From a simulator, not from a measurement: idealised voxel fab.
The following process module bears the name voxel wiring stack.
In the cross-section labelled cut, the width is 200 nm and each square cell is 5 nm.
Cross-section, as written here: a square-cell grid given band by band from the top down, where a band holds one or more rows of cells. Within each band entry, the heights of the top and of the bottom of the band appear first, in that order and in nm; the materials of the band then follow from left to right, each with its corresponding width in nm. The designation "throughout" on a single material indicates that it fills the band from edge to edge; the designation "empty" indicates empty space. Below 0: as-received wafer, all one material; heights counted from there. Lowest band: no bottom, goes on down, written "from 0 down". Read "30 to 40" as a graded width: first number on top, second number at the bottom, same change between each pair of neighbouring rows. "no modifications" (step): cross-section cells unchanged, all of them. If an empty space has no open way to the top and is at least 8 cells in size, "Sealed cavities" lists it, written width x height at distance, where distance is measured from the left edge and every value is in nm. Formally, on a step line, whatever follows the settings is a remark that the simulator itself makes on the step. A step line may carry the setting "overlay nm", which, for steps involving a mask, states the distance by which the mask lay to the right of its intended position; negative values denote displacement to the left.

**The process steps that were planned are listed below**
1,RECEIVE, material Si
2,CONFORMAL_DEP, material SiO2, thk nm 10
3,CONFORMAL_DEP, material SiN, thk nm 5
4,DIRECTIONAL_DEP, material SiO2, thk nm 25
5,MASKED_ETCH, tone open, mask id METAL_1, width nm 25, pitch nm 55, etch materials SiO2, depth nm 25, overlay nm 0
6,MASKED_ETCH, tone open, mask id METAL_1, width nm 25, pitch nm 55, etch materials SiN, depth nm 5, overlay nm 0
7,CONFORMAL_DEP, material TiN, thk nm 5
8,FILL_DEP, material W, thk nm 5
9,CMP, height nm 40
10,EPI, material Ru, thk nm 5
11,FILL_DEP, material SiCN, thk nm 5
12,DIRECTIONAL_DEP, material lowk, thk nm 25
13,PATTERN, tone open, mask id METAL_2, material resist, width nm 25, pitch nm 55, thk nm 15, overlay nm 0
14,DIRECTIONAL_ETCH, etch materials lowk, depth nm 15
15,STRIP, etch materials resist
16,MASKED_ETCH, tone open, mask id METAL_2_HOLES, width nm 15, pitch nm 55, etch materials lowk, depth nm 10, overlay nm 0
17,MASKED_ETCH, tone open, mask id METAL_2_HOLES, width nm 15, pitch nm 55, etch materials SiCN, depth nm 5, overlay nm 0
18,CONFORMAL_DEP, material TiN, thk nm 5
19,FILL_DEP, material Cu, thk nm 5
20,CMP, height nm 75
21,CONFORMAL_DEP, material SiN, thk nm 5

**Wafer as received: cross-section following step 1**
> from 0 down | Si throughout
> Sealed cavities: none

**End-of-module cross-section. Starting structure and process plan as above; one mistake made in running it**
> from 80 to 75 | SiN throughout
> from 75 to 65 | lowk=55  TiN=5  Cu=15  TiN=5  lowk=30  TiN=5  Cu=15  TiN=5  lowk=65
> from 65 to 60 | lowk=55  TiN=10  Cu=5  TiN=10  lowk=30  TiN=10  Cu=5  TiN=10  lowk=65
> from 60 to 50 | lowk=60  TiN=5  Cu=5  TiN=5  lowk=40  TiN=5  Cu=5  TiN=5  lowk=70
> from 50 to 45 | SiCN=60  TiN=15  SiCN=40  TiN=15  SiCN=70
> from 45 to 40 | SiCN=55  Ru=35  SiCN=20  Ru=35  SiCN=55
> from 40 to 15 | SiO2=60  TiN=5  W=15  TiN=5  SiO2=30  TiN=5  W=15  TiN=5  SiO2=60
> from 15 to 10 | SiN=60  TiN=25  SiN=30  TiN=25  SiN=60
> from 10 to 0 | SiO2 throughout
> from 0 down | Si throughout
> Sealed cavities: none
Short version of what went wrong: step 13 went in with a setting other than planned; the actual run was PATTERN, tone open, mask id METAL_2, material resist, width nm 25, pitch nm 55, thk nm 15, overlay nm -5
